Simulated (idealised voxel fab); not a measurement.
The name of this process module is voxel wiring stack.
It is cross-section cut that appears here, measuring 260 nm in width, its square cells being 5 nm in size.
Format of a cross-section: grid, square cells. Given as bands. Order: top down. Band: one or more rows of cells. Look at the band entry: it leads with the top's height and the bottom's height in nm. Then it lists the materials left to right, with a width in nm for each. The word "all across" on a single material says that material fills the band edge to edge. The word "air" is empty space. For the purposes of this specification, 0 denotes the height below which the wafer in its as-received condition is composed wholly of one material, and the lowermost band, lacking a lower limit, extends downward without end, as expressed in "0 and below". You'd read "30..40" like this: the band's top row of cells is as wide as the first number, its bottom row is as wide as the second, and going down, every row changes width by the same amount as the row before did. The cross-section has no changed cell in any step marked "identical to before". If an empty space has no open way to the top and is at least 8 cells in size, "Catalogued sealed voids" lists it, written width x height at distance, where distance is measured from the left edge and every value is in nm. Heads up: the bit after the settings on a step's line is the simulator's remark on that step. overlay nm: mask offset rightward from planned place, masked step; negative means leftward offset. In what follows, pairs of cross-sections are presented, each taken before and after one process step, with the after cross-section shown only down to the lowest band that was altered; the step, together with its settings, is stated below the pair. The pairs may stem from different runs of this module on the same starting wafer; accordingly, a pair should be taken as continuing from the one above it solely where its entry headed "Geometry before processing" indicates as much.
[Geometry before processing]
	115 down to 110  SiN all across
	110 down to 90  55 lowk; 5 TiN; 5 Ru; 5 TiN; 65 lowk; 5 TiN; 5 Ru; 5 TiN; 110 lowk
	90 down to 85  55 SiCN; 15 TiN; 65 SiCN; 15 TiN; 110 SiCN
	85 down to 75  50 SiO2; 5 SiCN; 25 Ru; 5 SiCN; 5 SiO2; 5 SiCN; 25 Ru; 5 SiCN; 5 SiO2; 5 SiCN; 25 Ru; 5 SiCN; 5 SiO2; 5 SiCN; 25 Ru; 5 SiCN; 55 SiO2
	75 down to 70  55 SiCN; 25 TiN; 15 SiCN; 25 TiN; 15 SiCN; 25 TiN; 15 SiCN; 25 TiN; 60 SiCN
	70 down to 60  Ru all across
	60 down to 55  60 TiN; 5 Ru; 35 TiN; 5 Ru; 35 TiN; 5 Ru; 35 TiN; 5 Ru; 75 TiN
	55 down to 45  55 SiO2; 5 TiN; 5 Ru; 5 TiN; 25 SiO2; 5 TiN; 5 Ru; 5 TiN; 25 SiO2; 5 TiN; 5 Ru; 5 TiN; 25 SiO2; 5 TiN; 5 Ru; 5 TiN; 70 SiO2
	45 down to 40  55 SiCN; 15 TiN; 25 SiCN; 15 TiN; 25 SiCN; 15 TiN; 25 SiCN; 15 TiN; 70 SiCN
	40 down to 15  55 lowk; 25 W; 15 lowk; 25 W; 15 lowk; 25 W; 15 lowk; 25 W; 60 lowk
	15 down to 10  55 lowk; 25 TiN; 15 lowk; 25 TiN; 15 lowk; 25 TiN; 15 lowk; 25 TiN; 60 lowk
	10 down to 0  SiO2 all across
	0 and below  Si all across
	Catalogued sealed voids: none
[Post-Step Cross-Section]
	130 down to 115  SiO2 all across
	below 115: unchanged
	Catalogued sealed voids: none
As a process note, the step between the before and after cross-sections shown above is DIRECTIONAL_DEP, material SiO2, thk nm 15
Geometry before processing: The prior state of this step coincides with the post-step cross-section of the pair just above.
[Post-Step Cross-Section]
	130 down to 115  55 SiO2; 25 air; 15 SiO2; 25 air; 15 SiO2; 25 air; 15 SiO2; 25 air; 60 SiO2
	below 115: unchanged
	Catalogued sealed voids: none
As a process note, the step between the before and after cross-sections shown above is MASKED_ETCH, tone open, mask id METAL_3, width nm 25, pitch nm 40, etch materials SiO2, depth nm 15, overlay nm 0
Geometry before processing: The prior state of this step coincides with the post-step cross-section of the pair just above.
[Post-Step Cross-Section]
	130 down to 115  55 SiO2; 25 air; 15 SiO2; 25 air; 15 SiO2; 25 air; 15 SiO2; 25 air; 60 SiO2
	115 down to 110  55 SiN; 25 air; 15 SiN; 25 air; 15 SiN; 25 air; 15 SiN; 25 air; 60 SiN
	below 110: unchanged
	Catalogued sealed voids: none
As a process note, the step between the before and after cross-sections shown above is MASKED_ETCH, tone open, mask id METAL_3, width nm 25, pitch nm 40, etch materials SiN, depth nm 5, overlay nm 0
Geometry before processing: The prior state of this step coincides with the post-step cross-section of the pair just above.
[Post-Step Cross-Section]
	135 down to 130  60 TiN; 15 air; 25 TiN; 15 air; 25 TiN; 15 air; 25 TiN; 15 air; 65 TiN
	130 down to 115  55 SiO2; 5 TiN; 15 air; 5 TiN; 15 SiO2; 5 TiN; 15 air; 5 TiN; 15 SiO2; 5 TiN; 15 air; 5 TiN; 15 SiO2; 5 TiN; 15 air; 5 TiN; 60 SiO2
	115 down to 110  55 SiN; 25 TiN; 15 SiN; 25 TiN; 15 SiN; 25 TiN; 15 SiN; 25 TiN; 60 SiN
	below 110: unchanged
	Catalogued sealed voids: none
As a process note, the step between the before and after cross-sections shown above is CONFORMAL_DEP, material TiN, thk nm 5
Geometry before processing: The prior state of this step coincides with the post-step cross-section of the pair just above.
[Post-Step Cross-Section]
	140 down to 135  Cu all across
	135 down to 130  60 TiN; 15 Cu; 25 TiN; 15 Cu; 25 TiN; 15 Cu; 25 TiN; 15 Cu; 65 TiN
	130 down to 115  55 SiO2; 5 TiN; 15 Cu; 5 TiN; 15 SiO2; 5 TiN; 15 Cu; 5 TiN; 15 SiO2; 5 TiN; 15 Cu; 5 TiN; 15 SiO2; 5 TiN; 15 Cu; 5 TiN; 60 SiO2
	below 115: unchanged
	Catalogued sealed voids: none
As a process note, the step between the before and after cross-sections shown above is FILL_DEP, material Cu, thk nm 5
Geometry before processing: The prior state of this step coincides with the post-step cross-section of the pair just above.
[Post-Step Cross-Section]
	130 down to 115  55 SiO2; 5 TiN; 15 Cu; 5 TiN; 15 SiO2; 5 TiN; 15 Cu; 5 TiN; 15 SiO2; 5 TiN; 15 Cu; 5 TiN; 15 SiO2; 5 TiN; 15 Cu; 5 TiN; 60 SiO2
	below 115: unchanged
	Catalogued sealed voids: none
As a process note, the step between the before and after cross-sections shown above is CMP, height nm 130
Geometry before processing: The prior state of this step coincides with the post-step cross-section of the pair just above.
[Post-Step Cross-Section]
	135 down to 130  SiCN all across
	below 130: unchanged
	Catalogued sealed voids: none
As a process note, the step between the before and after cross-sections shown above is CONFORMAL_DEP, material SiCN, thk nm 5
[Geometry before processing]
	45 down to 40  lowk all across
	40 down to 15  55 lowk; 25 W; 15 lowk; 25 W; 15 lowk; 25 W; 15 lowk; 25 W; 60 lowk
	15 down to 10  55 lowk; 25 TiN; 15 lowk; 25 TiN; 15 lowk; 25 TiN; 15 lowk; 25 TiN; 60 lowk
	10 down to 0  SiO2 all across
	0 and below  Si all across
	Catalogued sealed voids: none
[Post-Step Cross-Section]
	50 down to 40  lowk all across
	below 40: unchanged
	Catalogued sealed voids: none
As a process note, the step between the before and after cross-sections shown above is FILL_DEP, material lowk, thk nm 5
Geometry before processing: The prior state of this step coincides with the post-step cross-section of the pair just above.
[Post-Step Cross-Section]
	40 down to 15  55 lowk; 25 W; 15 lowk; 25 W; 15 lowk; 25 W; 15 lowk; 25 W; 60 lowk
	below 15: unchanged
	Catalogued sealed voids: none
As a process note, the step between the before and after cross-sections shown above is CMP, height nm 40
[Geometry before processing]
	10 down to 0  SiO2 all across
	0 and below  Si all across
	Catalogued sealed voids: none
[Post-Step Cross-Section]
	35 down to 10  W all across
	below 10: unchanged
	Catalogued sealed voids: none
As a process note, the step between the before and after cross-sections shown above is DIRECTIONAL_DEP, material W, thk nm 25
Geometry before processing: The prior state of this step coincides with the post-step cross-section of the pair just above.
[Post-Step Cross-Section]
	40 down to 35  TiN all across
	below 35: unchanged
	Catalogued sealed voids: none
As a process note, the step between the before and after cross-sections shown above is DIRECTIONAL_DEP, material TiN, thk nm 5
Geometry before processing: The prior state of this step coincides with the post-step cross-section of the pair just above.
[Post-Step Cross-Section]
	40 down to 35  55 air; 25 TiN; 15 air; 25 TiN; 15 air; 25 TiN; 15 air; 25 TiN; 60 air
	below 35: unchanged
	Catalogued sealed voids: none
As a process note, the step between the before and after cross-sections shown above is MASKED_ETCH, tone cover, mask id METAL_1, width nm 25, pitch nm 40, etch materials TiN, depth nm 5, overlay nm 0
Geometry before processing: The prior state of this step coincides with the post-step cross-section of the pair just above.
[Post-Step Cross-Section]
	45 down to 40  lowk all across
	40 down to 35  55 lowk; 25 TiN; 15 lowk; 25 TiN; 15 lowk; 25 TiN; 15 lowk; 25 TiN; 60 lowk
	below 35: unchanged
	Catalogued sealed voids: none
As a process note, the step between the before and after cross-sections shown above is FILL_DEP, material lowk, thk nm 5
Geometry before processing: The prior state of this step coincides with the post-step cross-section of the pair just above.
[Post-Step Cross-Section]
	40 down to 35  55 lowk; 25 TiN; 15 lowk; 25 TiN; 15 lowk; 25 TiN; 15 lowk; 25 TiN; 60 lowk
	below 35: unchanged
	Catalogued sealed voids: none
As a process note, the step between the before and after cross-sections shown above is CMP, height nm 40
Geometry before processing: The prior state of this step coincides with the post-step cross-section of the pair just above.
[Post-Step Cross-Section]
	45 down to 40  SiCN all across
	below 40: unchanged
	Catalogued sealed voids: none
As a process note, the step between the before and after cross-sections shown above is CONFORMAL_DEP, material SiCN, thk nm 5
Geometry before processing: The prior state of this step coincides with the post-step cross-section of the pair just above.
[Post-Step Cross-Section]
	55 down to 45  SiO2 all across
	below 45: unchanged
	Catalogued sealed voids: none
As a process note, the step between the before and after cross-sections shown above is DIRECTIONAL_DEP, material SiO2, thk nm 10
Geometry before processing: The prior state of this step coincides with the post-step cross-section of the pair just above.
[Post-Step Cross-Section]
	70 down to 55  55 resist; 15 air; 25 resist; 15 air; 25 resist; 15 air; 25 resist; 15 air; 70 resist
	below 55: unchanged
	Catalogued sealed voids: none
As a process note, the step between the before and after cross-sections shown above is PATTERN, tone open, mask id PLUG_1, material resist, width nm 15, pitch nm 40, thk nm 15, overlay nm 0
Geometry before processing: The prior state of this step coincides with the post-step cross-section of the pair just above.
[Post-Step Cross-Section]
	70 down to 55  55 resist; 15 air; 25 resist; 15 air; 25 resist; 15 air; 25 resist; 15 air; 70 resist
	55 down to 45  55 SiO2; 15 air; 25 SiO2; 15 air; 25 SiO2; 15 air; 25 SiO2; 15 air; 70 SiO2
	below 45: unchanged
	Catalogued sealed voids: none
As a process note, the step between the before and after cross-sections shown above is DIRECTIONAL_ETCH, etch materials SiO2, depth nm 10
Geometry before processing: The prior state of this step coincides with the post-step cross-section of the pair just above.
[Post-Step Cross-Section]
	70 down to 55  55 resist; 15 air; 25 resist; 15 air; 25 resist; 15 air; 25 resist; 15 air; 70 resist
	55 down to 45  55 SiO2; 15 air; 25 SiO2; 15 air; 25 SiO2; 15 air; 25 SiO2; 15 air; 70 SiO2
	45 down to 40  55 SiCN; 15 air; 25 SiCN; 15 air; 25 SiCN; 15 air; 25 SiCN; 15 air; 70 SiCN
	below 40: unchanged
	Catalogued sealed voids: none
As a process note, the step between the before and after cross-sections shown above is DIRECTIONAL_ETCH, etch materials SiCN, depth nm 5
Geometry before processing: The prior state of this step coincides with the post-step cross-section of the pair just above.
[Post-Step Cross-Section]
	55 down to 45  55 SiO2; 15 air; 25 SiO2; 15 air; 25 SiO2; 15 air; 25 SiO2; 15 air; 70 SiO2
	below 45: unchanged
	Catalogued sealed voids: none
As a process note, the step between the before and after cross-sections shown above is STRIP, etch materials resist
Geometry before processing: The prior state of this step coincides with the post-step cross-section of the pair just above.
[Post-Step Cross-Section]
	60 down to 55  60 TiN; 5 air; 35 TiN; 5 air; 35 TiN; 5 air; 35 TiN; 5 air; 75 TiN
	55 down to 45  55 SiO2; 5 TiN; 5 air; 5 TiN; 25 SiO2; 5 TiN; 5 air; 5 TiN; 25 SiO2; 5 TiN; 5 air; 5 TiN; 25 SiO2; 5 TiN; 5 air; 5 TiN; 70 SiO2
	45 down to 40  55 SiCN; 15 TiN; 25 SiCN; 15 TiN; 25 SiCN; 15 TiN; 25 SiCN; 15 TiN; 70 SiCN
	below 40: unchanged
	Catalogued sealed voids: none
As a process note, the step between the before and after cross-sections shown above is CONFORMAL_DEP, material TiN, thk nm 5
Geometry before processing: The prior state of this step coincides with the post-step cross-section of the pair just above.
[Post-Step Cross-Section]
	70 down to 60  Ru all across
	60 down to 55  60 TiN; 5 Ru; 35 TiN; 5 Ru; 35 TiN; 5 Ru; 35 TiN; 5 Ru; 75 TiN
	55 down to 45  55 SiO2; 5 TiN; 5 Ru; 5 TiN; 25 SiO2; 5 TiN; 5 Ru; 5 TiN; 25 SiO2; 5 TiN; 5 Ru; 5 TiN; 25 SiO2; 5 TiN; 5 Ru; 5 TiN; 70 SiO2
	below 45: unchanged
	Catalogued sealed voids: none
As a process note, the step between the before and after cross-sections shown above is FILL_DEP, material Ru, thk nm 10
Geometry before processing: The prior state of this step coincides with the post-step cross-section of the pair just above.
[Post-Step Cross-Section]
	55 down to 45  55 SiO2; 5 TiN; 5 Ru; 5 TiN; 25 SiO2; 5 TiN; 5 Ru; 5 TiN; 25 SiO2; 5 TiN; 5 Ru; 5 TiN; 25 SiO2; 5 TiN; 5 Ru; 5 TiN; 70 SiO2
	below 45: unchanged
	Catalogued sealed voids: none
As a process note, the step between the before and after cross-sections shown above is CMP, height nm 55
Geometry before processing: The prior state of this step coincides with the post-step cross-section of the pair just above.
[Post-Step Cross-Section]
	60 down to 55  TiN all across
	below 55: unchanged
	Catalogued sealed voids: none
As a process note, the step between the before and after cross-sections shown above is DIRECTIONAL_DEP, material TiN, thk nm 5
Geometry before processing: The prior state of this step coincides with the post-step cross-section of the pair just above.
[Post-Step Cross-Section]
	85 down to 60  Ru all across
	below 60: unchanged
	Catalogued sealed voids: none
As a process note, the step between the before and after cross-sections shown above is DIRECTIONAL_DEP, material Ru, thk nm 25
Geometry before processing: The prior state of this step coincides with the post-step cross-section of the pair just above.
[Post-Step Cross-Section]
	100 down to 85  aC all across
	below 85: unchanged
	Catalogued sealed voids: none
As a process note, the step between the before and after cross-sections shown above is DIRECTIONAL_DEP, material aC, thk nm 15
Geometry before processing: The prior state of this step coincides with the post-step cross-section of the pair just above.
[Post-Step Cross-Section]
	135 down to 100  55 air; 25 resist; 15 air; 25 resist; 15 air; 25 resist; 15 air; 25 resist; 60 air
	below 100: unchanged
	Catalogued sealed voids: none
As a process note, the step between the before and after cross-sections shown above is PATTERN, tone cover, mask id METAL_2, material resist, width nm 25, pitch nm 40, thk nm 35, overlay nm 0
Geometry before processing: The prior state of this step coincides with the post-step cross-section of the pair just above.
[Post-Step Cross-Section]
	120 down to 100  55 air; 25 resist; 15 air; 25 resist; 15 air; 25 resist; 15 air; 25 resist; 60 air
	100 down to 85  55 air; 25 aC; 15 air; 25 aC; 15 air; 25 aC; 15 air; 25 aC; 60 air
	below 85: unchanged
	Catalogued sealed voids: none
As a process note, the step between the before and after cross-sections shown above is DIRECTIONAL_ETCH, etch materials aC, depth nm 15
Geometry before processing: The prior state of this step coincides with the post-step cross-section of the pair just above.
[Post-Step Cross-Section]
	100 down to 85  55 air; 25 aC; 15 air; 25 aC; 15 air; 25 aC; 15 air; 25 aC; 60 air
	below 85: unchanged
	Catalogued sealed voids: none
As a process note, the step between the before and after cross-sections shown above is STRIP, etch materials resist
Geometry before processing: The prior state of this step coincides with the post-step cross-section of the pair just above.
[Post-Step Cross-Section]
	100 down to 85  55 air; 25 aC; 15 air; 25 aC; 15 air; 25 aC; 15 air; 25 aC; 60 air
	85 down to 60  55 air; 25 Ru; 15 air; 25 Ru; 15 air; 25 Ru; 15 air; 25 Ru; 60 air
	below 60: unchanged
	Catalogued sealed voids: none
As a process note, the step between the before and after cross-sections shown above is DIRECTIONAL_ETCH, etch materials Ru, depth nm 25
Geometry before processing: The prior state of this step coincides with the post-step cross-section of the pair just above.
[Post-Step Cross-Section]
	100 down to 85  55 air; 25 aC; 15 air; 25 aC; 15 air; 25 aC; 15 air; 25 aC; 60 air
	85 down to 60  55 air; 25 Ru; 15 air; 25 Ru; 15 air; 25 Ru; 15 air; 25 Ru; 60 air
	60 down to 55  55 air; 25 TiN; 15 air; 25 TiN; 15 air; 25 TiN; 15 air; 25 TiN; 60 air
	below 55: unchanged
	Catalogued sealed voids: none
As a process note, the step between the before and after cross-sections shown above is DIRECTIONAL_ETCH, etch materials TiN, depth nm 5
Geometry before processing: The prior state of this step coincides with the post-step cross-section of the pair just above.
[Post-Step Cross-Section]
	85 down to 60  55 air; 25 Ru; 15 air; 25 Ru; 15 air; 25 Ru; 15 air; 25 Ru; 60 air
	below 60: unchanged
	Catalogued sealed voids: none
As a process note, the step between the before and after cross-sections shown above is STRIP, etch materials aC
Geometry before processing: The prior state of this step coincides with the post-step cross-section of the pair just above.
[Post-Step Cross-Section]
	90 down to 85  50 air; 35 SiCN; 5 air; 35 SiCN; 5 air; 35 SiCN; 5 air; 35 SiCN; 55 air
	85 down to 60  50 air; 5 SiCN; 25 Ru; 5 SiCN; 5 air; 5 SiCN; 25 Ru; 5 SiCN; 5 air; 5 SiCN; 25 Ru; 5 SiCN; 5 air; 5 SiCN; 25 Ru; 5 SiCN; 55 air
	60 down to 55  55 SiCN; 25 TiN; 15 SiCN; 25 TiN; 15 SiCN; 25 TiN; 15 SiCN; 25 TiN; 60 SiCN
	below 55: unchanged
	Catalogued sealed voids: none
As a process note, the step between the before and after cross-sections shown above is CONFORMAL_DEP, material SiCN, thk nm 5
Geometry before processing: The prior state of this step coincides with the post-step cross-section of the pair just above.
[Post-Step Cross-Section]
	95 down to 90  SiO2 all across
	90 down to 85  50 SiO2; 35 SiCN; 5 SiO2; 35 SiCN; 5 SiO2; 35 SiCN; 5 SiO2; 35 SiCN; 55 SiO2
	85 down to 60  50 SiO2; 5 SiCN; 25 Ru; 5 SiCN; 5 SiO2; 5 SiCN; 25 Ru; 5 SiCN; 5 SiO2; 5 SiCN; 25 Ru; 5 SiCN; 5 SiO2; 5 SiCN; 25 Ru; 5 SiCN; 55 SiO2
	below 60: unchanged
	Catalogued sealed voids: none
As a process note, the step between the before and after cross-sections shown above is FILL_DEP, material SiO2, thk nm 5
Geometry before processing: The prior state of this step coincides with the post-step cross-section of the pair just above.
[Post-Step Cross-Section]
	85 down to 60  50 SiO2; 5 SiCN; 25 Ru; 5 SiCN; 5 SiO2; 5 SiCN; 25 Ru; 5 SiCN; 5 SiO2; 5 SiCN; 25 Ru; 5 SiCN; 5 SiO2; 5 SiCN; 25 Ru; 5 SiCN; 55 SiO2
	below 60: unchanged
	Catalogued sealed voids: none
As a process note, the step between the before and after cross-sections shown above is CMP, height nm 85
Geometry before processing: The prior state of this step coincides with the post-step cross-section of the pair just above.
[Post-Step Cross-Section]
	90 down to 85  SiCN all across
	below 85: unchanged
	Catalogued sealed voids: none
As a process note, the step between the before and after cross-sections shown above is CONFORMAL_DEP, material SiCN, thk nm 5
Geometry before processing: The prior state of this step coincides with the post-step cross-section of the pair just above.
[Post-Step Cross-Section]
	110 down to 90  lowk all across
	below 90: unchanged
	Catalogued sealed voids: none
As a process note, the step between the before and after cross-sections shown above is DIRECTIONAL_DEP, material lowk, thk nm 20
Geometry before processing: The prior state of this step coincides with the post-step cross-section of the pair just above.
[Post-Step Cross-Section]
	130 down to 110  55 resist; 15 air; 65 resist; 15 air; 110 resist
	below 110: unchanged
	Catalogued sealed voids: none
As a process note, the step between the before and after cross-sections shown above is PATTERN, tone open, mask id PLUG_2, material resist, width nm 15, pitch nm 80, thk nm 20, overlay nm 0
Geometry before processing: The prior state of this step coincides with the post-step cross-section of the pair just above.
[Post-Step Cross-Section]
	130 down to 110  55 resist; 15 air; 65 resist; 15 air; 110 resist
	110 down to 90  55 lowk; 15 air; 65 lowk; 15 air; 110 lowk
	below 90: unchanged
	Catalogued sealed voids: none
As a process note, the step between the before and after cross-sections shown above is DIRECTIONAL_ETCH, etch materials lowk, depth nm 20
Geometry before processing: The prior state of this step coincides with the post-step cross-section of the pair just above.
[Post-Step Cross-Section]
	130 down to 110  55 resist; 15 air; 65 resist; 15 air; 110 resist
	110 down to 90  55 lowk; 15 air; 65 lowk; 15 air; 110 lowk
	90 down to 85  55 SiCN; 15 air; 65 SiCN; 15 air; 110 SiCN
	below 85: unchanged
	Catalogued sealed voids: none
As a process note, the step between the before and after cross-sections shown above is DIRECTIONAL_ETCH, etch materials SiCN, depth nm 5
Geometry before processing: The prior state of this step coincides with the post-step cross-section of the pair just above.
[Post-Step Cross-Section]
	110 down to 90  55 lowk; 15 air; 65 lowk; 15 air; 110 lowk
	below 90: unchanged
	Catalogued sealed voids: none
As a process note, the step between the before and after cross-sections shown above is STRIP, etch materials resist
Geometry before processing: The prior state of this step coincides with the post-step cross-section of the pair just above.
[Post-Step Cross-Section]
	115 down to 110  60 TiN; 5 air; 75 TiN; 5 air; 115 TiN
	110 down to 90  55 lowk; 5 TiN; 5 air; 5 TiN; 65 lowk; 5 TiN; 5 air; 5 TiN; 110 lowk
	90 down to 85  55 SiCN; 15 TiN; 65 SiCN; 15 TiN; 110 SiCN
	below 85: unchanged
	Catalogued sealed voids: none
As a process note, the step between the before and after cross-sections shown above is CONFORMAL_DEP, material TiN, thk nm 5
Geometry before processing: The prior state of this step coincides with the post-step cross-section of the pair just above.
[Post-Step Cross-Section]
	120 down to 115  Ru all across
	115 down to 110  60 TiN; 5 Ru; 75 TiN; 5 Ru; 115 TiN
	110 down to 90  55 lowk; 5 TiN; 5 Ru; 5 TiN; 65 lowk; 5 TiN; 5 Ru; 5 TiN; 110 lowk
	below 90: unchanged
	Catalogued sealed voids: none
As a process note, the step between the before and after cross-sections shown above is FILL_DEP, material Ru, thk nm 5
Geometry before processing: The prior state of this step coincides with the post-step cross-section of the pair just above.
[Post-Step Cross-Section]
	110 down to 90  55 lowk; 5 TiN; 5 Ru; 5 TiN; 65 lowk; 5 TiN; 5 Ru; 5 TiN; 110 lowk
	below 90: unchanged
	Catalogued sealed voids: none
As a process note, the step between the before and after cross-sections shown above is CMP, height nm 110
Geometry before processing: The prior state of this step coincides with the post-step cross-section of the pair just above.
[Post-Step Cross-Section]
	115 down to 110  SiN all across
	below 110: unchanged
	Catalogued sealed voids: none
As a process note, the step between the before and after cross-sections shown above is CONFORMAL_DEP, material SiN, thk nm 5
Geometry before processing: The prior state of this step coincides with the post-step cross-section of the pair just above.
[Post-Step Cross-Section]
	130 down to 115  SiO2 all across
	below 115: unchanged
	Catalogued sealed voids: none
As a process note, the step between the before and after cross-sections shown above is DIRECTIONAL_DEP, material SiO2, thk nm 15
Geometry before processing: The prior state of this step coincides with the post-step cross-section of the pair just above.
[Post-Step Cross-Section]
	130 down to 115  55 SiO2; 25 air; 15 SiO2; 25 air; 15 SiO2; 25 air; 15 SiO2; 25 air; 60 SiO2
	below 115: unchanged
	Catalogued sealed voids: none
As a process note, the step between the before and after cross-sections shown above is MASKED_ETCH, tone open, mask id METAL_3, width nm 25, pitch nm 40, etch materials SiO2, depth nm 15, overlay nm 0
Geometry before processing: The prior state of this step coincides with the post-step cross-section of the pair just above.
[Post-Step Cross-Section]
	130 down to 115  55 SiO2; 25 air; 15 SiO2; 25 air; 15 SiO2; 25 air; 15 SiO2; 25 air; 60 SiO2
	115 down to 110  55 SiN; 25 air; 15 SiN; 25 air; 15 SiN; 25 air; 15 SiN; 25 air; 60 SiN
	below 110: unchanged
	Catalogued sealed voids: none
As a process note, the step between the before and after cross-sections shown above is MASKED_ETCH, tone open, mask id METAL_3, width nm 25, pitch nm 40, etch materials SiN, depth nm 5, overlay nm 0
Geometry before processing: The prior state of this step coincides with the post-step cross-section of the pair just above.
[Post-Step Cross-Section]
	135 down to 130  60 TiN; 15 air; 25 TiN; 15 air; 25 TiN; 15 air; 25 TiN; 15 air; 65 TiN
	130 down to 115  55 SiO2; 5 TiN; 15 air; 5 TiN; 15 SiO2; 5 TiN; 15 air; 5 TiN; 15 SiO2; 5 TiN; 15 air; 5 TiN; 15 SiO2; 5 TiN; 15 air; 5 TiN; 60 SiO2
	115 down to 110  55 SiN; 25 TiN; 15 SiN; 25 TiN; 15 SiN; 25 TiN; 15 SiN; 25 TiN; 60 SiN
	below 110: unchanged
	Catalogued sealed voids: none
As a process note, the step between the before and after cross-sections shown above is CONFORMAL_DEP, material TiN, thk nm 5
Geometry before processing: The prior state of this step coincides with the post-step cross-section of the pair just above.
[Post-Step Cross-Section]
	140 down to 135  Cu all across
	135 down to 130  60 TiN; 15 Cu; 25 TiN; 15 Cu; 25 TiN; 15 Cu; 25 TiN; 15 Cu; 65 TiN
	130 down to 115  55 SiO2; 5 TiN; 15 Cu; 5 TiN; 15 SiO2; 5 TiN; 15 Cu; 5 TiN; 15 SiO2; 5 TiN; 15 Cu; 5 TiN; 15 SiO2; 5 TiN; 15 Cu; 5 TiN; 60 SiO2
	below 115: unchanged
	Catalogued sealed voids: none
As a process note, the step between the before and after cross-sections shown above is FILL_DEP, material Cu, thk nm 5
Geometry before processing: The prior state of this step coincides with the post-step cross-section of the pair just above.
[Post-Step Cross-Section]
	130 down to 115  55 SiO2; 5 TiN; 15 Cu; 5 TiN; 15 SiO2; 5 TiN; 15 Cu; 5 TiN; 15 SiO2; 5 TiN; 15 Cu; 5 TiN; 15 SiO2; 5 TiN; 15 Cu; 5 TiN; 60 SiO2
	below 115: unchanged
	Catalogued sealed voids: none
As a process note, the step between the before and after cross-sections shown above is CMP, height nm 130
Geometry before processing: The prior state of this step coincides with the post-step cross-section of the pair just above.
[Post-Step Cross-Section]
	135 down to 130  SiCN all across
	below 130: unchanged
	Catalogued sealed voids: none
As a process note, the step between the before and after cross-sections shown above is CONFORMAL_DEP, material SiCN, thk nm 5
[Geometry before processing]
	120 down to 115  Ru all across
	115 down to 110  60 TiN; 5 Ru; 75 TiN; 5 Ru; 115 TiN
	110 down to 90  55 lowk; 5 TiN; 5 Ru; 5 TiN; 65 lowk; 5 TiN; 5 Ru; 5 TiN; 110 lowk
	90 down to 85  55 SiCN; 15 TiN; 65 SiCN; 15 TiN; 110 SiCN
	85 down to 60  50 SiO2; 5 SiCN; 25 Ru; 5 SiCN; 5 SiO2; 5 SiCN; 25 Ru; 5 SiCN; 5 SiO2; 5 SiCN; 25 Ru; 5 SiCN; 5 SiO2; 5 SiCN; 25 Ru; 5 SiCN; 55 SiO2
	60 down to 55  55 SiCN; 25 TiN; 15 SiCN; 25 TiN; 15 SiCN; 25 TiN; 15 SiCN; 25 TiN; 60 SiCN
	55 down to 45  55 SiO2; 5 TiN; 5 Ru; 5 TiN; 25 SiO2; 5 TiN; 5 Ru; 5 TiN; 25 SiO2; 5 TiN; 5 Ru; 5 TiN; 25 SiO2; 5 TiN; 5 Ru; 5 TiN; 70 SiO2
	45 down to 40  55 SiCN; 15 TiN; 25 SiCN; 15 TiN; 25 SiCN; 15 TiN; 25 SiCN; 15 TiN; 70 SiCN
	40 down to 15  55 lowk; 25 W; 15 lowk; 25 W; 15 lowk; 25 W; 15 lowk; 25 W; 60 lowk
	15 down to 10  55 lowk; 25 TiN; 15 lowk; 25 TiN; 15 lowk; 25 TiN; 15 lowk; 25 TiN; 60 lowk
	10 down to 0  SiO2 all across
	0 and below  Si all across
	Catalogued sealed voids: none
[Post-Step Cross-Section]
	115 down to 110  60 TiN; 5 Ru; 75 TiN; 5 Ru; 115 TiN
	below 110: unchanged
	Catalogued sealed voids: none
As a process note, the step between the before and after cross-sections shown above is CMP, height nm 115
Geometry before processing: The prior state of this step coincides with the post-step cross-section of the pair just above.
[Post-Step Cross-Section]
	120 down to 115  SiN all across
	below 115: unchanged
	Catalogued sealed voids: none
As a process note, the step between the before and after cross-sections shown above is CONFORMAL_DEP, material SiN, thk nm 5
Geometry before processing: The prior state of this step coincides with the post-step cross-section of the pair just above.
[Post-Step Cross-Section]
	135 down to 120  SiO2 all across
	below 120: unchanged
	Catalogued sealed voids: none
As a process note, the step between the before and after cross-sections shown above is DIRECTIONAL_DEP, material SiO2, thk nm 15
Geometry before processing: The prior state of this step coincides with the post-step cross-section of the pair just above.
[Post-Step Cross-Section]
	135 down to 120  55 SiO2; 25 air; 15 SiO2; 25 air; 15 SiO2; 25 air; 15 SiO2; 25 air; 60 SiO2
	below 120: unchanged
	Catalogued sealed voids: none
As a process note, the step between the before and after cross-sections shown above is MASKED_ETCH, tone open, mask id METAL_3, width nm 25, pitch nm 40, etch materials SiO2, depth nm 15, overlay nm 0
Geometry before processing: The prior state of this step coincides with the post-step cross-section of the pair just above.
[Post-Step Cross-Section]
	135 down to 120  55 SiO2; 25 air; 15 SiO2; 25 air; 15 SiO2; 25 air; 15 SiO2; 25 air; 60 SiO2
	120 down to 115  55 SiN; 25 air; 15 SiN; 25 air; 15 SiN; 25 air; 15 SiN; 25 air; 60 SiN
	below 115: unchanged
	Catalogued sealed voids: none
As a process note, the step between the before and after cross-sections shown above is MASKED_ETCH, tone open, mask id METAL_3, width nm 25, pitch nm 40, etch materials SiN, depth nm 5, overlay nm 0
Geometry before processing: The prior state of this step coincides with the post-step cross-section of the pair just above.
[Post-Step Cross-Section]
	140 down to 135  60 TiN; 15 air; 25 TiN; 15 air; 25 TiN; 15 air; 25 TiN; 15 air; 65 TiN
	135 down to 120  55 SiO2; 5 TiN; 15 air; 5 TiN; 15 SiO2; 5 TiN; 15 air; 5 TiN; 15 SiO2; 5 TiN; 15 air; 5 TiN; 15 SiO2; 5 TiN; 15 air; 5 TiN; 60 SiO2
	120 down to 115  55 SiN; 25 TiN; 15 SiN; 25 TiN; 15 SiN; 25 TiN; 15 SiN; 25 TiN; 60 SiN
	below 115: unchanged
	Catalogued sealed voids: none
As a process note, the step between the before and after cross-sections shown above is CONFORMAL_DEP, material TiN, thk nm 5
Geometry before processing: The prior state of this step coincides with the post-step cross-section of the pair just above.
[Post-Step Cross-Section]
	145 down to 140  Cu all across
	140 down to 135  60 TiN; 15 Cu; 25 TiN; 15 Cu; 25 TiN; 15 Cu; 25 TiN; 15 Cu; 65 TiN
	135 down to 120  55 SiO2; 5 TiN; 15 Cu; 5 TiN; 15 SiO2; 5 TiN; 15 Cu; 5 TiN; 15 SiO2; 5 TiN; 15 Cu; 5 TiN; 15 SiO2; 5 TiN; 15 Cu; 5 TiN; 60 SiO2
	below 120: unchanged
	Catalogued sealed voids: none
As a process note, the step between the before and after cross-sections shown above is FILL_DEP, material Cu, thk nm 5
